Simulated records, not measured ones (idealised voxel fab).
Process module, titled voxel self aligned contacts
Section shown: cut. Width: 210 nm. Cell size: 5 nm, square.
Format of a cross-section: grid, square cells. Given as bands. Order: top down. Band: one or more rows of cells. Per band: top height and bottom height in nm, followed by the left-to-right materials and their widths in nm; "everywhere" marks a single material spanning edge to edge, "empty" marks empty space. Height datum 0, below which the as-received substrate wafer is one material. Lowest band open at the bottom, running downward: "0 and below". Width spec "30 to 40" -> top row of cells at first value, bottom row at second value, equal per-row change in between. The designation "same as before", where it is given for a processing step, indicates that no cell of the cross-section was altered in the course of that step. Closed-off voids of 8+ cells (no open route to the top) go in "Enclosed internal cavities", written width x height at distance from the left edge, in nm. Step line, after settings: the simulator's comment on this step. A step line may carry the setting "overlay nm", which, for steps involving a mask, states the distance by which the mask lay to the right of its intended position; negative values denote displacement to the left.

The planned process steps are enumerated hereunder
- 1: RECEIVE: material Si
- 2: CONFORMAL_DEP: material SiO2, thk nm 5
- 3: DIRECTIONAL_DEP: material polySi, thk nm 20
- 4: DIRECTIONAL_DEP: material SiN, thk nm 15
- 5: DIRECTIONAL_DEP: material aC, thk nm 10
- 6: PATTERN: tone cover, mask id GATE, material resist, width nm 35, pitch nm 60, thk nm 30, overlay nm 0
- 7: DIRECTIONAL_ETCH: etch materials aC, depth nm 10
- 8: STRIP: etch materials resist
- 9: DIRECTIONAL_ETCH: etch materials SiN, depth nm 15
- 10: DIRECTIONAL_ETCH: etch materials polySi, depth nm 20
- 11: STRIP: etch materials aC
- 12: CONFORMAL_DEP: material SiN, thk nm 5
- 13: DIRECTIONAL_ETCH: etch materials SiN, depth nm 5
- 14: FILL_DEP: material SiO2, thk nm 15
- 15: CMP: height nm 50
- 16: PATTERN: tone open, mask id CONTACT, material resist, width nm 35, thk nm 20, overlay nm 0
- 17: DIRECTIONAL_ETCH: etch materials SiO2, depth nm 50
- 18: STRIP: etch materials resist
- 19: CONFORMAL_DEP: material TiN, thk nm 5
- 20: FILL_DEP: material W, thk nm 5
- 21: CMP: height nm 50
- 22: CONFORMAL_DEP: material SiN, thk nm 5

What follows covers the first of two wafers; it ran as planned

Received-state cross-section, reflecting completion of step 1
    0 and below: Si everywhere
    Enclosed internal cavities: none

Cross-section: wafer state after step 2
    5 down to 0: SiO2 everywhere
    below 0: unchanged

Cross-section: wafer state after step 3
    25 down to 5: polySi everywhere
    below 5: unchanged

Cross-section: wafer state after step 4
    40 down to 25: SiN everywhere
    below 25: unchanged

Cross-section: wafer state after step 5
    50 down to 40: aC everywhere
    below 40: unchanged

Cross-section: wafer state after step 6
    80 down to 50: empty 55 nm  resist 35 nm  empty 25 nm  resist 35 nm  empty 60 nm
    below 50: unchanged

Cross-section: wafer state after step 7
    70 down to 50: empty 55 nm  resist 35 nm  empty 25 nm  resist 35 nm  empty 60 nm
    50 down to 40: empty 55 nm  aC 35 nm  empty 25 nm  aC 35 nm  empty 60 nm
    below 40: unchanged

Cross-section: wafer state after step 8
    50 down to 40: empty 55 nm  aC 35 nm  empty 25 nm  aC 35 nm  empty 60 nm
    below 40: unchanged

Cross-section: wafer state after step 9
    50 down to 40: empty 55 nm  aC 35 nm  empty 25 nm  aC 35 nm  empty 60 nm
    40 down to 25: empty 55 nm  SiN 35 nm  empty 25 nm  SiN 35 nm  empty 60 nm
    below 25: unchanged

Cross-section: wafer state after step 10
    50 down to 40: empty 55 nm  aC 35 nm  empty 25 nm  aC 35 nm  empty 60 nm
    40 down to 25: empty 55 nm  SiN 35 nm  empty 25 nm  SiN 35 nm  empty 60 nm
    25 down to 5: empty 55 nm  polySi 35 nm  empty 25 nm  polySi 35 nm  empty 60 nm
    below 5: unchanged

Cross-section: wafer state after step 11
    40 down to 25: empty 55 nm  SiN 35 nm  empty 25 nm  SiN 35 nm  empty 60 nm
    below 25: unchanged

Cross-section: wafer state after step 12
    45 down to 25: empty 50 nm  SiN 45 nm  empty 15 nm  SiN 45 nm  empty 55 nm
    25 down to 10: empty 50 nm  SiN 5 nm  polySi 35 nm  SiN 5 nm  empty 15 nm  SiN 5 nm  polySi 35 nm  SiN 5 nm  empty 55 nm
    10 down to 5: SiN 55 nm  polySi 35 nm  SiN 25 nm  polySi 35 nm  SiN 60 nm
    below 5: unchanged

Cross-section: wafer state after step 13
    40 down to 25: empty 50 nm  SiN 45 nm  empty 15 nm  SiN 45 nm  empty 55 nm
    25 down to 5: empty 50 nm  SiN 5 nm  polySi 35 nm  SiN 5 nm  empty 15 nm  SiN 5 nm  polySi 35 nm  SiN 5 nm  empty 55 nm
    below 5: unchanged

Cross-section: wafer state after step 14
    55 down to 40: SiO2 everywhere
    40 down to 25: SiO2 50 nm  SiN 45 nm  SiO2 15 nm  SiN 45 nm  SiO2 55 nm
    25 down to 5: SiO2 50 nm  SiN 5 nm  polySi 35 nm  SiN 5 nm  SiO2 15 nm  SiN 5 nm  polySi 35 nm  SiN 5 nm  SiO2 55 nm
    below 5: unchanged

Cross-section: wafer state after step 15
    50 down to 40: SiO2 everywhere
    below 40: unchanged

Cross-section: wafer state after step 16
    70 down to 50: resist 85 nm  empty 35 nm  resist 90 nm
    below 50: unchanged

Cross-section: wafer state after step 17
    70 down to 50: resist 85 nm  empty 35 nm  resist 90 nm
    50 down to 40: SiO2 85 nm  empty 35 nm  SiO2 90 nm
    40 down to 25: SiO2 50 nm  SiN 45 nm  empty 15 nm  SiN 45 nm  SiO2 55 nm
    25 down to 5: SiO2 50 nm  SiN 5 nm  polySi 35 nm  SiN 5 nm  empty 15 nm  SiN 5 nm  polySi 35 nm  SiN 5 nm  SiO2 55 nm
    5 down to 0: SiO2 95 nm  empty 15 nm  SiO2 100 nm
    below 0: unchanged

Cross-section: wafer state after step 18
    50 down to 40: SiO2 85 nm  empty 35 nm  SiO2 90 nm
    below 40: unchanged

Cross-section: wafer state after step 19
    55 down to 50: TiN 90 nm  empty 25 nm  TiN 95 nm
    50 down to 40: SiO2 85 nm  TiN 5 to 15 nm  empty 25 to 5 nm  TiN 5 to 15 nm  SiO2 90 nm
    40 down to 25: SiO2 50 nm  SiN 45 nm  TiN 5 nm  empty 5 nm  TiN 5 nm  SiN 45 nm  SiO2 55 nm
    25 down to 5: SiO2 50 nm  SiN 5 nm  polySi 35 nm  SiN 5 nm  TiN 5 nm  empty 5 nm  TiN 5 nm  SiN 5 nm  polySi 35 nm  SiN 5 nm  SiO2 55 nm
    5 down to 0: SiO2 95 nm  TiN 15 nm  SiO2 100 nm
    below 0: unchanged

Cross-section: wafer state after step 20
    60 down to 55: W everywhere
    55 down to 50: TiN 90 nm  W 25 nm  TiN 95 nm
    50 down to 40: SiO2 85 nm  TiN 5 to 15 nm  W 25 to 5 nm  TiN 5 to 15 nm  SiO2 90 nm
    40 down to 25: SiO2 50 nm  SiN 45 nm  TiN 5 nm  W 5 nm  TiN 5 nm  SiN 45 nm  SiO2 55 nm
    25 down to 5: SiO2 50 nm  SiN 5 nm  polySi 35 nm  SiN 5 nm  TiN 5 nm  W 5 nm  TiN 5 nm  SiN 5 nm  polySi 35 nm  SiN 5 nm  SiO2 55 nm
    below 5: unchanged

Cross-section: wafer state after step 21
    50 down to 40: SiO2 85 nm  TiN 5 to 15 nm  W 25 to 5 nm  TiN 5 to 15 nm  SiO2 90 nm
    below 40: unchanged

Cross-section: wafer state after step 22
    55 down to 50: SiN everywhere
    below 50: unchanged

Wafer two of the pair: same origin, same plan, one error during the run; identical to wafer one up to and including step 20

Cross-section of the second wafer at the time step 21 of the plan should have ended
    40 down to 25: SiO2 50 nm  SiN 45 nm  TiN 5 nm  W 5 nm  TiN 5 nm  SiN 45 nm  SiO2 55 nm
    below 25: unchanged

Cross-section of the second wafer at the time step 22 of the plan should have ended
    45 down to 40: SiN everywhere
    below 40: unchanged
Plan not followed: off-plan run, step 21, actual operation and settings CMP: height nm 40
Final comparison by cell count, materials where the second wafer has more or fewer than the first: -70 SiO2, -8 TiN, -6 W
